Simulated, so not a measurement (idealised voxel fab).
This section sets out a process module, namely voxel trench capacitor.
Section shown: cut. Width: 175 nm. Cell size: 5 nm, square.
Cross-section, as written here: a square-cell grid given band by band from the top down, where a band holds one or more rows of cells. Each band's line starts with the height of the band's top and of its bottom, in nm. Then come its materials from left to right, each with its width in nm. One material with "edge to edge" fills the band from edge to edge. "air" is empty space. Heights are expressed relative to 0, this being the level below which the as-received wafer comprises one material exclusively. The lowest band is unbounded in the downward direction and is denoted as in "0 nm and below". Quick explanation for "30->40": the width changes in equal steps down the rows of cells, from the first number in the band's top row to the second number in its bottom row. Where a step carries "no alterations made", the cross-section came out of it unchanged, cell for cell. "Cavities, sealed" specifies each empty space that is not open to the top and that occupies no fewer than 8 cells, using the form width x height at distance, the distance measured from the left edge and all three quantities in nm. Text after the settings on a step's line: the simulator's own remark on that step. overlay nm: for a step with a mask, the amount by which the mask lay right of where it was planned; a negative amount means left of it.

### plan
1,op RECEIVE | material Si
2,op CONFORMAL_DEP | material SiN | thk nm 10
3,op DIRECTIONAL_DEP | material aC | thk nm 15
4,op PATTERN | tone open | mask id TRENCH | material resist | width nm 25 | pitch nm 55 | thk nm 35 | overlay nm 0
5,op DIRECTIONAL_ETCH | etch materials aC | depth nm 15
6,op STRIP | etch materials resist
7,op DIRECTIONAL_ETCH | etch materials SiN | depth nm 10
8,op DIRECTIONAL_ETCH | etch materials Si | depth nm 25
9,op STRIP | etch materials aC
10,op CONFORMAL_DEP | material Al2O3 | thk nm 5
11,op CONFORMAL_DEP | material TiN | thk nm 5
12,op FILL_DEP | material W | thk nm 10
13,op CMP | height nm 10

### Step 1 complete: cross-section of the wafer as received
0 nm and below = Si edge to edge
Cavities, sealed: none

### Looking at the first of two wafers in cross-section at end of module - ran to plan
10 nm to 0 nm = SiN 45 nm  Al2O3 5 nm  TiN 5 nm  W 5 nm  TiN 5 nm  Al2O3 5 nm  SiN 30 nm  Al2O3 5 nm  TiN 5 nm  W 5 nm  TiN 5 nm  Al2O3 5 nm  SiN 50 nm
0 nm to -15 nm = Si 45 nm  Al2O3 5 nm  TiN 5 nm  W 5 nm  TiN 5 nm  Al2O3 5 nm  Si 30 nm  Al2O3 5 nm  TiN 5 nm  W 5 nm  TiN 5 nm  Al2O3 5 nm  Si 50 nm
-15 nm to -20 nm = Si 45 nm  Al2O3 5 nm  TiN 15 nm  Al2O3 5 nm  Si 30 nm  Al2O3 5 nm  TiN 15 nm  Al2O3 5 nm  Si 50 nm
-20 nm to -25 nm = Si 45 nm  Al2O3 25 nm  Si 30 nm  Al2O3 25 nm  Si 50 nm
-25 nm and below = Si edge to edge
Cavities, sealed: none

### Here's the second of our two wafers sectioned at module end. Same start as the first, same plan, but one mistake got made running it
10 nm to 0 nm = SiN 45 nm  TiN 5 nm  W 15 nm  TiN 5 nm  SiN 30 nm  TiN 5 nm  W 15 nm  TiN 5 nm  SiN 50 nm
0 nm to -20 nm = Si 45 nm  TiN 5 nm  W 15 nm  TiN 5 nm  Si 30 nm  TiN 5 nm  W 15 nm  TiN 5 nm  Si 50 nm
-20 nm to -25 nm = Si 45 nm  TiN 25 nm  Si 30 nm  TiN 25 nm  Si 50 nm
-25 nm and below = Si edge to edge
Cavities, sealed: none
what went wrong: step 10 of the plan never got run, it was skipped over
The closing comparison, in cells, has the second wafer with more or fewer of some materials than the first: 34 fewer of Al2O3; 8 more of TiN; 26 more of W
